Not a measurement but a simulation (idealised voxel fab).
The following process module bears the name voxel gate over fins.
Section cut is 180 nm wide and gridded with 5 nm square cells.
Reading order for cross-sections: top band down to bottom band. Underlying form: a grid of square cells. Band size: one or more rows of cells. Basically the band line says how high the top is and how high the bottom is, in nm, and then what's in it from left to right, every material with its width in nm. Empty space shows up as "empty", and if a single material carries "all across" it runs the full band edge to edge. Height reference: 0 = level under which incoming wafer is all one material. Lowest band: no bottom, runs on downward, e.g. "top 0, no bottom". Width: "30 to 40" (first number = top row, second number = bottom row, same change from row to row of cells). "no change occurred" means the step left every cell of the cross-section as it was. In "Entrapped void list" the enclosed voids are listed, meaning empty spaces of 8 cells or larger without any opening to the top. The form is width x height at distance, distance from the left edge, units nm. Step line, after settings: the simulator's comment on this step. When a step includes a mask, the "overlay nm" setting on its line states how far to the right of its planned place that mask lay, and negative values state how far to the left.

-- Steps in the process plan
1,RECEIVE, material Si
2,CONFORMAL_DEP, material SiN, thk nm 10
3,MASKED_ETCH, tone cover, mask id FINS, width nm 15, pitch nm 60, etch materials SiN, depth nm 10, overlay nm 0
4,MASKED_ETCH, tone cover, mask id FINS, width nm 15, pitch nm 60, etch materials Si, depth nm 35, overlay nm 0
5,FILL_DEP, material SiO2, thk nm 15
6,CMP, height nm 10
7,MASKED_ETCH, tone open, mask id RAIL, width nm 15, etch materials SiO2, depth nm 40, overlay nm 0
8,CONFORMAL_DEP, material TiN, thk nm 5
9,FILL_DEP, material W, thk nm 10
10,CMP, height nm 10
11,SELECTIVE_ETCH, etch materials W Ru TiN, depth nm 25
12,FILL_DEP, material SiO2, thk nm 5
13,CMP, height nm 10
14,SELECTIVE_ETCH, etch materials SiO2, depth nm 20
15,STRIP, etch materials SiN
16,CONFORMAL_DEP, material HfO2, thk nm 5
17,CONFORMAL_DEP, material TiN, thk nm 5
18,FILL_DEP, material W, thk nm 10
19,CMP, height nm 15
20,CONFORMAL_DEP, material SiCN, thk nm 10

-- Cross-section, incoming material, after step 1
	top 0, no bottom | Si all across
	Entrapped void list: none

-- What the wafer looks like in cross-section after this module, when it starts as shown above and follows the plan above but one mistake is made in running it
	top 25, bottom 15 | SiCN all across
	top 15, bottom 10 | W all across
	top 10, bottom 5 | W (40) / TiN (35) / W (25) / TiN (35) / W (45)
	top 5, bottom 0 | W (40) / TiN (5) / HfO2 (25) / TiN (5) / W (25) / TiN (5) / HfO2 (25) / TiN (5) / W (45)
	top 0, bottom -5 | TiN (45) / HfO2 (5) / Si (15) / HfO2 (5) / TiN (35) / HfO2 (5) / Si (15) / HfO2 (5) / TiN (50)
	top -5, bottom -10 | HfO2 (50) / Si (15) / HfO2 (45) / Si (15) / HfO2 (55)
	top -10, bottom -15 | SiO2 (50) / Si (15) / SiO2 (45) / Si (15) / SiO2 (55)
	top -15, bottom -25 | SiO2 (50) / Si (15) / SiO2 (15) / TiN (5) / W (10) / TiN (5) / SiO2 (10) / Si (15) / SiO2 (55)
	top -25, bottom -30 | SiO2 (50) / Si (15) / SiO2 (15) / TiN (20) / SiO2 (10) / Si (15) / SiO2 (55)
	top -30, bottom -35 | SiO2 (50) / Si (15) / SiO2 (45) / Si (15) / SiO2 (55)
	top -35, no bottom | Si all across
	Entrapped void list: none
Diagnosis: it should be noted that step 7 was executed with settings other than those planned, the operation and settings actually applied being MASKED_ETCH, tone open, mask id RAIL, width nm 20, etch materials SiO2, depth nm 40, overlay nm 0
